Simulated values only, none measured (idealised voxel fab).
The process module that follows is named voxel self aligned vias.
This is section cut - it's 295 nm across, gridded in 5 nm square cells.
When this document writes out a cross-section, it uses a grid of square cells and lists it as bands, beginning at the top and moving down, with a band standing for one or more rows of cells. A band entry consists of two parts. The first gives the height of the band's top and the height of its bottom, in nm. The rest lists the band's materials from left to right, each with its width in nm. A single material labelled with the word "throughout" fills the band from edge to edge, and the word "air" marks empty space. Height is counted from the level 0, under which the received wafer is composed throughout of one material. The lowest of the bands is not closed at the bottom but continues downward, in the notation "z 0 and below". Quick explanation for "30->40": the width changes in equal steps down the rows of cells, from the first number in the band's top row to the second number in its bottom row. You'll sometimes find "nothing got changed" written for a step, and that's the way of saying that nowhere in the cross-section did a cell change during that step. So "Closed void listing" is basically the list of trapped voids: any empty space of 8 cells or more that can't reach the top through an opening. They're written width x height at distance, the distance being from the left edge, and it's all nm. It should be noted that, on the line of a given step, the content following the step's settings is a remark produced by the simulator itself with respect to that step. Regarding "overlay nm": on a step with a mask, it is the distance the mask lay to the right of its planned place; a negative value places it to the left.

Set out below are the planned steps of the process
- 1: RECEIVE with material Si
- 2: CONFORMAL_DEP with material SiO2, thk nm 10
- 3: CONFORMAL_DEP with material SiCN, thk nm 5
- 4: DIRECTIONAL_DEP with material lowk, thk nm 30
- 5: DIRECTIONAL_DEP with material aC, thk nm 15
- 6: PATTERN with tone open, mask id LINES, material resist, width nm 30, pitch nm 70, thk nm 35, overlay nm 0
- 7: DIRECTIONAL_ETCH with etch materials aC, depth nm 15
- 8: STRIP with etch materials resist
- 9: DIRECTIONAL_ETCH with etch materials lowk, depth nm 30
- 10: STRIP with etch materials aC
- 11: CONFORMAL_DEP with material TiN, thk nm 5
- 12: FILL_DEP with material W, thk nm 10
- 13: CMP with height nm 45
- 14: SELECTIVE_ETCH with etch materials W Ru TiN, depth nm 10
- 15: FILL_DEP with material SiN, thk nm 10
- 16: CMP with height nm 45
- 17: DIRECTIONAL_DEP with material lowk, thk nm 20
- 18: PATTERN with tone open, mask id VIAS, material resist, width nm 40, thk nm 15, overlay nm 0
- 19: DIRECTIONAL_ETCH with etch materials lowk, depth nm 20
- 20: DIRECTIONAL_ETCH with etch materials SiN, depth nm 10
- 21: STRIP with etch materials resist
- 22: CONFORMAL_DEP with material TiN, thk nm 5
- 23: FILL_DEP with material W, thk nm 5
- 24: CMP with height nm 65
- 25: CONFORMAL_DEP with material SiCN, thk nm 5

Cross-section of the wafer upon arrival, representing the state reached after step 1
* z 0 and below: Si throughout
* Closed void listing: none

Looking at the first of two wafers in cross-section at end of module - ran to plan
* z 70 to 65: SiCN throughout
* z 65 to 50: lowk 90  TiN 5  W 30  TiN 5  lowk 165
* z 50 to 45: lowk 90  TiN 10  W 20  TiN 10  lowk 165
* z 45 to 40: lowk 95  TiN 5  W 20  TiN 5  lowk 40  SiN 30  lowk 100
* z 40 to 35: lowk 95  TiN 30  lowk 40  SiN 30  lowk 100
* z 35 to 20: lowk 95  TiN 5  W 20  TiN 5  lowk 40  TiN 5  W 20  TiN 5  lowk 100
* z 20 to 15: lowk 95  TiN 30  lowk 40  TiN 30  lowk 100
* z 15 to 10: SiCN throughout
* z 10 to 0: SiO2 throughout
* z 0 and below: Si throughout
* Closed void listing: none

What the second wafer looks like in cross-section once the module is done. Its start and its plan matched the first wafer's exactly; what differed was one mistake in how it was run
* z 70 to 65: SiCN throughout
* z 65 to 50: lowk 80  TiN 5  W 30  TiN 5  lowk 175
* z 50 to 45: lowk 80  TiN 20  W 15  TiN 5  lowk 175
* z 45 to 40: lowk 95  TiN 5  W 15  TiN 5  SiN 5  lowk 40  SiN 30  lowk 100
* z 40 to 35: lowk 95  TiN 25  SiN 5  lowk 40  SiN 30  lowk 100
* z 35 to 20: lowk 95  TiN 5  W 20  TiN 5  lowk 40  TiN 5  W 20  TiN 5  lowk 100
* z 20 to 15: lowk 95  TiN 30  lowk 40  TiN 30  lowk 100
* z 15 to 10: SiCN throughout
* z 10 to 0: SiO2 throughout
* z 0 and below: Si throughout
* Closed void listing: none
The mistake made against the process plan was this: step 18: run off-plan, actual operation and settings PATTERN with tone open, mask id VIAS, material resist, width nm 40, thk nm 15, overlay nm -10
The second wafer ends with more or fewer cells of some materials than the first, per final count: SiN +2 | W -2
